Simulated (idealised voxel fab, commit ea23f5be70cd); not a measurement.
process module | voxel wiring stack
cross-section cut | 215 nm wide | cells 5 nm
A cross-section is a grid of square cells, given in bands from the top down. A band is one or more rows of cells.
Each band's line starts with the height of the band's top and of its bottom, in nm. Then come its materials from left to right, each with its width in nm. One material with "throughout" fills the band from edge to edge. "air" is empty space.
Height 0 is the level under which the wafer as received is all one material. The lowest band goes on downwards, as in "0 down".
A width such as "30 to 40" changes by the same amount from each row of cells to the next, from the band's top row to its bottom row.
"no change" after a step means that no cell of the cross-section changed.
closed voids: empty space of 8 cells or more with no open way to the top, each as width x height at its distance from the left edge, in nm
after a step's settings: what the simulator itself notes on the step
overlay nm, on a step with a mask: how far to the right of its planned place the mask lay; to the left if negative
plan
1 op RECEIVE | material Si
2 op CONFORMAL_DEP | material SiO2 | thk nm 15
3 op DIRECTIONAL_DEP | material TiN | thk nm 5
4 op DIRECTIONAL_DEP | material W | thk nm 25
5 op MASKED_ETCH | tone cover | mask id METAL_1 | width nm 25 | pitch nm 50 | etch materials W | depth nm 25 | overlay nm 0
6 op MASKED_ETCH | tone cover | mask id METAL_1 | width nm 25 | pitch nm 50 | etch materials TiN | depth nm 5 | overlay nm 0
7 op CONFORMAL_DEP | material SiCN | thk nm 5
8 op FILL_DEP | material lowk | thk nm 10
9 op CMP | height nm 45
10 op CONFORMAL_DEP | material SiCN | thk nm 5
11 op DIRECTIONAL_DEP | material lowk | thk nm 10
12 op DIRECTIONAL_DEP | material aC | thk nm 15
13 op PATTERN | tone open | mask id PLUG_1 | material resist | width nm 15 | pitch nm 50 | thk nm 35 | overlay nm 0
14 op DIRECTIONAL_ETCH | etch materials aC | depth nm 15
15 op STRIP | etch materials resist
16 op DIRECTIONAL_ETCH | etch materials lowk | depth nm 10
17 op DIRECTIONAL_ETCH | etch materials SiCN | depth nm 5
18 op STRIP | etch materials aC
19 op CONFORMAL_DEP | material TiN | thk nm 5
20 op FILL_DEP | material W | thk nm 5
21 op CMP | height nm 60
22 op DIRECTIONAL_DEP | material TiN | thk nm 5
23 op DIRECTIONAL_DEP | material W | thk nm 15
24 op MASKED_ETCH | tone cover | mask id METAL_2 | width nm 25 | pitch nm 50 | etch materials W | depth nm 15 | overlay nm 0
25 op MASKED_ETCH | tone cover | mask id METAL_2 | width nm 25 | pitch nm 50 | etch materials TiN | depth nm 5 | overlay nm 0
26 op CONFORMAL_DEP | material SiN | thk nm 5
27 op FILL_DEP | material SiO2 | thk nm 5
28 op CMP | height nm 80
29 op CONFORMAL_DEP | material SiCN | thk nm 5
30 op DIRECTIONAL_DEP | material SiO2 | thk nm 25
31 op DIRECTIONAL_DEP | material aC | thk nm 15
32 op PATTERN | tone open | mask id METAL_3 | material resist | width nm 25 | pitch nm 50 | thk nm 30 | overlay nm 0
33 op DIRECTIONAL_ETCH | etch materials aC | depth nm 15
34 op STRIP | etch materials resist
35 op DIRECTIONAL_ETCH | etch materials SiO2 | depth nm 15
36 op STRIP | etch materials aC
37 op PATTERN | tone open | mask id METAL_3_HOLES | material resist | width nm 15 | thk nm 20 | overlay nm 0
38 op DIRECTIONAL_ETCH | etch materials SiO2 | depth nm 10
39 op DIRECTIONAL_ETCH | etch materials SiCN | depth nm 5
40 op STRIP | etch materials resist
41 op CONFORMAL_DEP | material TiN | thk nm 5
42 op FILL_DEP | material Ru | thk nm 10
43 op CMP | height nm 110
44 op CONFORMAL_DEP | material SiN | thk nm 5
as received, after step 1
  0 down: Si throughout
  closed voids: none
a wafer at the end: this start, this plan, one mistake
  115 to 110: SiN throughout
  110 to 100: SiO2 70 | TiN 5 | Ru 15 | TiN 5 | SiO2 25 | TiN 5 | Ru 15 | TiN 5 | SiO2 70
  100 to 95: SiO2 70 | TiN 5 | Ru 5 | TiN 15 | SiO2 25 | TiN 25 | SiO2 70
  95 to 85: SiO2 70 | TiN 5 | Ru 5 | TiN 5 | SiO2 130
  85 to 80: SiCN 70 | TiN 15 | SiCN 130
  80 to 65: SiO2 65 | SiN 5 | W 25 | SiN 5 | SiO2 15 | SiN 5 | W 25 | SiN 5 | SiO2 65
  65 to 60: SiN 70 | TiN 25 | SiN 25 | TiN 25 | SiN 70
  60 to 50: lowk 70 | TiN 5 | W 5 | TiN 5 | lowk 35 | TiN 5 | W 5 | TiN 5 | lowk 80
  50 to 45: SiCN 70 | TiN 15 | SiCN 35 | TiN 15 | SiCN 80
  45 to 35: lowk 65 | SiCN 5 | W 25 | SiCN 5 | lowk 15 | SiCN 5 | W 25 | SiCN 5 | lowk 65
  35 to 30: SiCN 70 | TiN 25 | SiCN 25 | TiN 25 | SiCN 70
  30 to 0: SiO2 throughout
  0 down: Si throughout
  closed voids: none
what went wrong: step 2 was run twice
